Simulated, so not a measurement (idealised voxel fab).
The following is a process module called voxel ribs on slabs.
We display cut, a cross-section 190 nm in width whose square cells are each 5 nm.
Think of the cross-section as a grid of square cells. We describe it in bands, top to bottom, and each band covers one or more rows of those cells. The band entry comprises the height of the band's top followed by the height of its bottom, expressed in nm, and subsequently the band's materials from left to right, each stated together with its width in nm. Where a single material is marked with the word "everywhere", that material fills the band from edge to edge. The word "air" represents empty space. For the purposes of this specification, 0 denotes the height below which the wafer in its as-received condition is composed wholly of one material, and the lowermost band, lacking a lower limit, extends downward without end, as expressed in "z 0 and below". Graded width ("30..40"): value in top row of band = first number; value in bottom row = second number; row-to-row change constant. It should be understood that the words "nothing was modified", when stated for a given step, signify that the cross-section underwent no change in any of its cells during that step. "Catalogued sealed voids" enumerates empty spaces isolated from the top, with no open way to it, that contain at least 8 cells, giving each as width x height at distance from the left edge, all three in nm. Anything after a step's settings on that line? It's the simulator's own note about the step. "overlay nm" answers the question of how far to the right of plan the mask lay on a step that has a mask, and when it is negative the answer is to the left.
## Process steps foreseen in the plan
1) RECEIVE | material Si
2) DIRECTIONAL_DEP | material SiO2 | thk nm 20
3) DIRECTIONAL_DEP | material SiN | thk nm 20
4) DIRECTIONAL_DEP | material aC | thk nm 10
5) PATTERN | tone cover | mask id RIB | material resist | width nm 30 | thk nm 30 | overlay nm 0
6) DIRECTIONAL_ETCH | etch materials aC | depth nm 10
7) STRIP | etch materials resist
8) DIRECTIONAL_ETCH | etch materials SiN | depth nm 10
9) STRIP | etch materials aC
10) MASKED_ETCH | tone cover | mask id SLAB | width nm 70 | etch materials SiN | depth nm 10 | overlay nm 0
11) FILL_DEP | material SiO2 | thk nm 20
12) CMP | height nm 55
13) DIRECTIONAL_DEP | material TiN | thk nm 10
14) PATTERN | tone cover | mask id HEATER | material resist | width nm 40 | thk nm 20 | overlay nm 0
15) DIRECTIONAL_ETCH | etch materials TiN | depth nm 10
16) STRIP | etch materials resist
17) CONFORMAL_DEP | material SiN | thk nm 5
## Cross-section of the wafer upon arrival, representing the state reached after step 1
  z 0 and below = Si everywhere
  Catalogued sealed voids: none
## The first of two wafers, cross-sectioned at the end of the module, with the run proceeding as planned
  z 70 to 65 = air=70, SiN=50, air=70
  z 65 to 60 = air=70, SiN=5, TiN=40, SiN=5, air=70
  z 60 to 55 = SiN=75, TiN=40, SiN=75
  z 55 to 40 = SiO2 everywhere
  z 40 to 30 = SiO2=80, SiN=30, SiO2=80
  z 30 to 20 = SiO2=60, SiN=70, SiO2=60
  z 20 to 0 = SiO2 everywhere
  z 0 and below = Si everywhere
  Catalogued sealed voids: none
## Here is the second of the two wafers cut open at the end of the module - same start, same plan as the first one, but we made one mistake running it
  z 65 to 55 = air=75, TiN=40, air=75
  z 55 to 40 = SiO2 everywhere
  z 40 to 30 = SiO2=80, SiN=30, SiO2=80
  z 30 to 20 = SiO2=60, SiN=70, SiO2=60
  z 20 to 0 = SiO2 everywhere
  z 0 and below = Si everywhere
  Catalogued sealed voids: none
Diagnosis: not run: step 17 of the plan (skipped)
The second wafer ends with more or fewer cells of some materials than the first, per final count: SiN: 42 fewer
